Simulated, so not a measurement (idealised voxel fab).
Process module heading - voxel gate over fins
We display cut, a cross-section 240 nm in width whose square cells are each 5 nm.
Heads up, the way a cross-section reads in here is a grid of square cells, handed over as bands from the top down, with every band being one or more rows of cells.
For a band, the entry starts with two heights in nm, that of the top and then that of the bottom, and carries on with the band's materials in order from left to right, each alongside its width in nm; the word "all across" beside a single material means it fills the band edge to edge, and "blank" means empty space.
A quick word on heights: they are counted from 0, and under that level the wafer as it came to us is one material throughout. The lowest band is different from the rest in having no bottom; it simply continues downward, written as in "0 -> down".
Width "30..40": first value at the band's top row of cells, second value at its bottom row, equal change from row to row.
"everything unchanged" means the step left every cell of the cross-section as it was.
"Enclosed void inventory": sealed empty spaces, 8 cells or more, no open way to top, listed width x height at distance, with distance from the left edge and width, height and distance in nm.
What comes after the settings on a step's line is commentary from the simulator itself on that step.
overlay nm: mask offset rightward from planned place, masked step; negative means leftward offset.

### The planned process steps are enumerated hereunder
| 1 | RECEIVE, material Si |
| 2 | CONFORMAL_DEP, material SiN, thk nm 5 |
| 3 | PATTERN, tone cover, mask id FINS, material resist, width nm 15, pitch nm 55, thk nm 20, overlay nm 0 |
| 4 | DIRECTIONAL_ETCH, etch materials SiN, depth nm 5 |
| 5 | DIRECTIONAL_ETCH, etch materials Si, depth nm 40 |
| 6 | STRIP, etch materials resist |
| 7 | FILL_DEP, material SiO2, thk nm 5 |
| 8 | CMP, height nm 5 |
| 9 | MASKED_ETCH, tone open, mask id RAIL, width nm 15, etch materials SiO2, depth nm 40, overlay nm -15 |
| 10 | CONFORMAL_DEP, material TiN, thk nm 5 |
| 11 | FILL_DEP, material W, thk nm 10 |
| 12 | CMP, height nm 5 |
| 13 | SELECTIVE_ETCH, etch materials W Ru TiN, depth nm 25 |
| 14 | FILL_DEP, material SiO2, thk nm 5 |
| 15 | CMP, height nm 5 |
| 16 | SELECTIVE_ETCH, etch materials SiO2, depth nm 20 |
| 17 | STRIP, etch materials SiN |
| 18 | CONFORMAL_DEP, material HfO2, thk nm 5 |
| 19 | CONFORMAL_DEP, material TiN, thk nm 5 |
| 20 | CONFORMAL_DEP, material TiAl, thk nm 5 |
| 21 | CONFORMAL_DEP, material TiN, thk nm 5 |
| 22 | FILL_DEP, material W, thk nm 15 |
| 23 | CMP, height nm 30 |
| 24 | CONFORMAL_DEP, material SiCN, thk nm 5 |
Quick note for whoever runs this: the wafers start identical, but the overlay nm at step 9 isn't the same across them. The plan just shows what the first wafer had.

### This is how the first of several wafers looked in cross-section when it arrived, which is after step 1
	0 -> down  Si all across
	Enclosed void inventory: none

### Post step 24, the closing step of the module: first of several wafers, cross-sectioned
	35 -> 30  SiCN all across
	30 -> 20  W all across
	20 -> 15  W=35 | TiN=165 | W=40
	15 -> 10  W=35 | TiN=5 | TiAl=45 | TiN=10 | TiAl=45 | TiN=10 | TiAl=45 | TiN=5 | W=40
	10 -> 5  W=35 | TiN=5 | TiAl=5 | TiN=35 | TiAl=5 | TiN=10 | TiAl=5 | TiN=35 | TiAl=5 | TiN=10 | TiAl=5 | TiN=35 | TiAl=5 | TiN=5 | W=40
	5 -> 0  TiN=40 | TiAl=5 | TiN=5 | HfO2=25 | TiN=5 | TiAl=5 | TiN=10 | TiAl=5 | TiN=5 | HfO2=25 | TiN=5 | TiAl=5 | TiN=10 | TiAl=5 | TiN=5 | HfO2=25 | TiN=5 | TiAl=5 | TiN=45
	0 -> -5  TiAl=45 | TiN=5 | HfO2=5 | Si=15 | HfO2=5 | TiN=5 | TiAl=20 | TiN=5 | HfO2=5 | Si=15 | HfO2=5 | TiN=5 | TiAl=20 | TiN=5 | HfO2=5 | Si=15 | HfO2=5 | TiN=5 | TiAl=50
	-5 -> -10  TiN=50 | HfO2=5 | Si=15 | HfO2=5 | TiN=30 | HfO2=5 | Si=15 | HfO2=5 | TiN=30 | HfO2=5 | Si=15 | HfO2=5 | TiN=55
	-10 -> -15  HfO2=55 | Si=15 | HfO2=40 | Si=15 | HfO2=40 | Si=15 | HfO2=60
	-15 -> -20  SiO2=55 | Si=15 | SiO2=40 | Si=15 | SiO2=40 | Si=15 | SiO2=60
	-20 -> -35  SiO2=55 | Si=15 | TiN=10 | SiO2=30 | Si=15 | SiO2=40 | Si=15 | SiO2=60
	-35 -> -40  SiO2=55 | Si=15 | SiO2=40 | Si=15 | SiO2=40 | Si=15 | SiO2=60
	-40 -> down  Si all across
	Enclosed void inventory: none

### last wafer at the end
	35 -> 30  SiCN all across
	30 -> 20  W all across
	20 -> 15  W=35 | TiN=165 | W=40
	15 -> 10  W=35 | TiN=5 | TiAl=45 | TiN=10 | TiAl=45 | TiN=10 | TiAl=45 | TiN=5 | W=40
	10 -> 5  W=35 | TiN=5 | TiAl=5 | TiN=35 | TiAl=5 | TiN=10 | TiAl=5 | TiN=35 | TiAl=5 | TiN=10 | TiAl=5 | TiN=35 | TiAl=5 | TiN=5 | W=40
	5 -> 0  TiN=40 | TiAl=5 | TiN=5 | HfO2=25 | TiN=5 | TiAl=5 | TiN=10 | TiAl=5 | TiN=5 | HfO2=25 | TiN=5 | TiAl=5 | TiN=10 | TiAl=5 | TiN=5 | HfO2=25 | TiN=5 | TiAl=5 | TiN=45
	0 -> -5  TiAl=45 | TiN=5 | HfO2=5 | Si=15 | HfO2=5 | TiN=5 | TiAl=20 | TiN=5 | HfO2=5 | Si=15 | HfO2=5 | TiN=5 | TiAl=20 | TiN=5 | HfO2=5 | Si=15 | HfO2=5 | TiN=5 | TiAl=50
	-5 -> -10  TiN=50 | HfO2=5 | Si=15 | HfO2=5 | TiN=30 | HfO2=5 | Si=15 | HfO2=5 | TiN=30 | HfO2=5 | Si=15 | HfO2=5 | TiN=55
	-10 -> -15  HfO2=55 | Si=15 | HfO2=40 | Si=15 | HfO2=40 | Si=15 | HfO2=60
	-15 -> -20  SiO2=55 | Si=15 | SiO2=40 | Si=15 | SiO2=40 | Si=15 | SiO2=60
	-20 -> -30  SiO2=55 | Si=15 | SiO2=25 | TiN=5 | W=5 | TiN=5 | Si=15 | SiO2=40 | Si=15 | SiO2=60
	-30 -> -35  SiO2=55 | Si=15 | SiO2=25 | TiN=15 | Si=15 | SiO2=40 | Si=15 | SiO2=60
	-35 -> -40  SiO2=55 | Si=15 | SiO2=40 | Si=15 | SiO2=40 | Si=15 | SiO2=60
	-40 -> down  Si all across
	Enclosed void inventory: none

### Per-wafer rows below. For each material: cells gained (+) or lost (-) since the wafer was received, as of end of module. Then: closed voids
overlay nm -15 | +66 HfO2 | -312 Si | +48 SiCN | +189 SiO2 | +66 TiAl | +138 TiN | +141 W | Enclosed void inventory: none
overlay nm -10 | +66 HfO2 | -312 Si | +48 SiCN | +186 SiO2 | +66 TiAl | +139 TiN | +143 W | Enclosed void inventory: none
overlay nm -5 | +66 HfO2 | -312 Si | +48 SiCN | +186 SiO2 | +66 TiAl | +139 TiN | +143 W | Enclosed void inventory: none
overlay nm 0 | +66 HfO2 | -312 Si | +48 SiCN | +186 SiO2 | +66 TiAl | +139 TiN | +143 W | Enclosed void inventory: none
overlay nm 5 | +66 HfO2 | -312 Si | +48 SiCN | +186 SiO2 | +66 TiAl | +139 TiN | +143 W | Enclosed void inventory: none
overlay nm 10 | +66 HfO2 | -312 Si | +48 SiCN | +186 SiO2 | +66 TiAl | +139 TiN | +143 W | Enclosed void inventory: none
overlay nm 15 | +66 HfO2 | -312 Si | +48 SiCN | +186 SiO2 | +66 TiAl | +139 TiN | +143 W | Enclosed void inventory: none
